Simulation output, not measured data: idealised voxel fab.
Documented hereafter: the process module known as voxel spacer lines.
Cross-section cut spans 235 nm and uses square cells 5 nm in size.
In what follows, cross-sections appear as grids of square cells, described through bands that run from the top down, where every band is one or more rows of cells.
Band: top height; bottom height; in nm. Then, left to right: material with width in nm, for each material. "edge to edge": a single material spanning edge to edge. "air": empty space.
Measure heights from 0. That's the level where, below it, the as-received wafer is all one material. The lowest band is bottomless and extends downward; write it as in "top 0, no bottom".
The expression "30->40" gives the width at the extremes of the band, the first number at its top row of cells and the second at its bottom row, with the width changing by equal amounts from each row to the next in between.
Basically "left unchanged" means that step didn't change any cell in the cross-section.
"Completely enclosed voids" - sealed voids, min. 8 cells, no opening to top; format: width x height at distance (distance from left edge; nm throughout).
It should be noted that, on the line of a given step, the content following the step's settings is a remark produced by the simulator itself with respect to that step.
"overlay nm" answers the question of how far to the right of plan the mask lay on a step that has a mask, and when it is negative the answer is to the left.
**List of planned process steps**
- 1: RECEIVE: material Si
- 2: CONFORMAL_DEP: material Al2O3, thk nm 5
- 3: DIRECTIONAL_DEP: material polySi, thk nm 10
- 4: DIRECTIONAL_DEP: material aC, thk nm 30
- 5: PATTERN: tone cover, mask id MANDREL, material resist, width nm 15, pitch nm 50, thk nm 35, overlay nm 0
- 6: DIRECTIONAL_ETCH: etch materials aC, depth nm 30
- 7: STRIP: etch materials resist
- 8: CONFORMAL_DEP: material SiO2, thk nm 10
- 9: DIRECTIONAL_ETCH: etch materials SiO2, depth nm 10
- 10: STRIP: etch materials aC
- 11: DIRECTIONAL_ETCH: etch materials polySi, depth nm 10
- 12: STRIP: etch materials SiO2
**as received, after step 1**
    top 0, no bottom = Si edge to edge
    Completely enclosed voids: none
**Figure: cross-sectional view of the wafer upon completion of the module, processed from the initial state and according to the plan depicted above, with one error introduced during execution**
    top 10, bottom 0 = air 75 nm, polySi 10 nm, air 15 nm, polySi 10 nm, air 15 nm, polySi 10 nm, air 15 nm, polySi 10 nm, air 75 nm
    top 0, no bottom = Si edge to edge
    Completely enclosed voids: none
what went wrong: no execution of plan step 2; skipped
